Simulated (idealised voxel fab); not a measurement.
Process module under the name voxel spacer lines
Shown is cross-section cut, with a width of 280 nm and square cells of size 5 nm.
When this document writes out a cross-section, it uses a grid of square cells and lists it as bands, beginning at the top and moving down, with a band standing for one or more rows of cells. Basically the band line says how high the top is and how high the bottom is, in nm, and then what's in it from left to right, every material with its width in nm. Empty space shows up as "blank", and if a single material carries "all across" it runs the full band edge to edge. Ref level 0: as-received wafer is one material below here. Bottom band extends down with no lower bound ("0 nm and below"). Read "30 to 40" as a graded width: first number on top, second number at the bottom, same change between each pair of neighbouring rows. Step marked "changes: none"? Then no cell in the cross-section changed in it. The list in "Sealed internal voids" covers empty spaces of 8 cells or more that cannot reach the top through any open way, and it gives each as width x height at distance; the distance is from the left edge, and width, height and distance are in nm. after a step's settings: what the simulator itself notes on the step. overlay nm: mask offset rightward from planned place, masked step; negative means leftward offset.
**Here's what the planned process steps look like**
- 1: RECEIVE, material Si
- 2: CONFORMAL_DEP, material Al2O3, thk nm 5
- 3: DIRECTIONAL_DEP, material SiN, thk nm 15
- 4: DIRECTIONAL_DEP, material polySi, thk nm 25
- 5: PATTERN, tone cover, mask id MANDREL, material resist, width nm 25, pitch nm 70, thk nm 30, overlay nm 0
- 6: DIRECTIONAL_ETCH, etch materials polySi, depth nm 25
- 7: STRIP, etch materials resist
- 8: CONFORMAL_DEP, material SiO2, thk nm 10
- 9: DIRECTIONAL_ETCH, etch materials SiO2, depth nm 10
- 10: STRIP, etch materials polySi
- 11: DIRECTIONAL_ETCH, etch materials SiN, depth nm 15
- 12: STRIP, etch materials SiO2
**The following pertains to the first of two wafers, which was processed as planned**
**The cross-section here shows the wafer as received, i.e. in its state after step 1**
0 nm and below  Si all across
Sealed internal voids: none
**after step 2**
5 nm to 0 nm  Al2O3 all across
Rest of section, below 0: as before.
**after step 3**
20 nm to 5 nm  SiN all across
Rest of section, below 5: as before.
**after step 4**
45 nm to 20 nm  polySi all across
Rest of section, below 20: as before.
**after step 5**
75 nm to 45 nm  blank 55, resist 25, blank 45, resist 25, blank 45, resist 25, blank 60
Rest of section, below 45: as before.
**after step 6**
75 nm to 45 nm  blank 55, resist 25, blank 45, resist 25, blank 45, resist 25, blank 60
45 nm to 20 nm  blank 55, polySi 25, blank 45, polySi 25, blank 45, polySi 25, blank 60
Rest of section, below 20: as before.
**after step 7**
45 nm to 20 nm  blank 55, polySi 25, blank 45, polySi 25, blank 45, polySi 25, blank 60
Rest of section, below 20: as before.
**after step 8**
55 nm to 45 nm  blank 45, SiO2 45, blank 25, SiO2 45, blank 25, SiO2 45, blank 50
45 nm to 30 nm  blank 45, SiO2 10, polySi 25, SiO2 10, blank 25, SiO2 10, polySi 25, SiO2 10, blank 25, SiO2 10, polySi 25, SiO2 10, blank 50
30 nm to 20 nm  SiO2 55, polySi 25, SiO2 45, polySi 25, SiO2 45, polySi 25, SiO2 60
Rest of section, below 20: as before.
**after step 9**
45 nm to 20 nm  blank 45, SiO2 10, polySi 25, SiO2 10, blank 25, SiO2 10, polySi 25, SiO2 10, blank 25, SiO2 10, polySi 25, SiO2 10, blank 50
Rest of section, below 20: as before.
**after step 10**
45 nm to 20 nm  blank 45, SiO2 10, blank 25, SiO2 10, blank 25, SiO2 10, blank 25, SiO2 10, blank 25, SiO2 10, blank 25, SiO2 10, blank 50
Rest of section, below 20: as before.
**after step 11**
45 nm to 20 nm  blank 45, SiO2 10, blank 25, SiO2 10, blank 25, SiO2 10, blank 25, SiO2 10, blank 25, SiO2 10, blank 25, SiO2 10, blank 50
20 nm to 5 nm  blank 45, SiN 10, blank 25, SiN 10, blank 25, SiN 10, blank 25, SiN 10, blank 25, SiN 10, blank 25, SiN 10, blank 50
Rest of section, below 5: as before.
**after step 12**
20 nm to 5 nm  blank 45, SiN 10, blank 25, SiN 10, blank 25, SiN 10, blank 25, SiN 10, blank 25, SiN 10, blank 25, SiN 10, blank 50
Rest of section, below 5: as before.
**Companion wafer, the second of two: same beginning, same intended sequence, one mistake in carrying it out; through step 4 inclusive it tracks the first exactly**
**What the second wafer looks like in cross-section when step 5 should have wrapped up**
75 nm to 45 nm  resist 55, blank 25, resist 45, blank 25, resist 45, blank 25, resist 60
Rest of section, below 45: as before.
**What the second wafer looks like in cross-section when step 6 should have wrapped up**
75 nm to 45 nm  resist 55, blank 25, resist 45, blank 25, resist 45, blank 25, resist 60
45 nm to 20 nm  polySi 55, blank 25, polySi 45, blank 25, polySi 45, blank 25, polySi 60
Rest of section, below 20: as before.
**What the second wafer looks like in cross-section when step 7 should have wrapped up**
45 nm to 20 nm  polySi 55, blank 25, polySi 45, blank 25, polySi 45, blank 25, polySi 60
Rest of section, below 20: as before.
**What the second wafer looks like in cross-section when step 8 should have wrapped up**
55 nm to 45 nm  SiO2 65, blank 5, SiO2 65, blank 5, SiO2 65, blank 5, SiO2 70
45 nm to 30 nm  polySi 55, SiO2 10, blank 5, SiO2 10, polySi 45, SiO2 10, blank 5, SiO2 10, polySi 45, SiO2 10, blank 5, SiO2 10, polySi 60
30 nm to 20 nm  polySi 55, SiO2 25, polySi 45, SiO2 25, polySi 45, SiO2 25, polySi 60
Rest of section, below 20: as before.
**What the second wafer looks like in cross-section when step 9 should have wrapped up**
45 nm to 20 nm  polySi 55, SiO2 10, blank 5, SiO2 10, polySi 45, SiO2 10, blank 5, SiO2 10, polySi 45, SiO2 10, blank 5, SiO2 10, polySi 60
Rest of section, below 20: as before.
**What the second wafer looks like in cross-section when step 10 should have wrapped up**
45 nm to 20 nm  blank 55, SiO2 10, blank 5, SiO2 10, blank 45, SiO2 10, blank 5, SiO2 10, blank 45, SiO2 10, blank 5, SiO2 10, blank 60
Rest of section, below 20: as before.
**What the second wafer looks like in cross-section when step 11 should have wrapped up**
45 nm to 20 nm  blank 55, SiO2 10, blank 5, SiO2 10, blank 45, SiO2 10, blank 5, SiO2 10, blank 45, SiO2 10, blank 5, SiO2 10, blank 60
20 nm to 5 nm  blank 55, SiN 10, blank 5, SiN 10, blank 45, SiN 10, blank 5, SiN 10, blank 45, SiN 10, blank 5, SiN 10, blank 60
Rest of section, below 5: as before.
**What the second wafer looks like in cross-section when step 12 should have wrapped up**
20 nm to 5 nm  blank 55, SiN 10, blank 5, SiN 10, blank 45, SiN 10, blank 5, SiN 10, blank 45, SiN 10, blank 5, SiN 10, blank 60
Rest of section, below 5: as before.
what went wrong: step 5 ran as: PATTERN, tone open, mask id MANDREL, material resist, width nm 25, pitch nm 70, thk nm 30, overlay nm 0
When the process is done, the second wafer contains the same cell count of every material as the first wafer, but distributed over other locations.
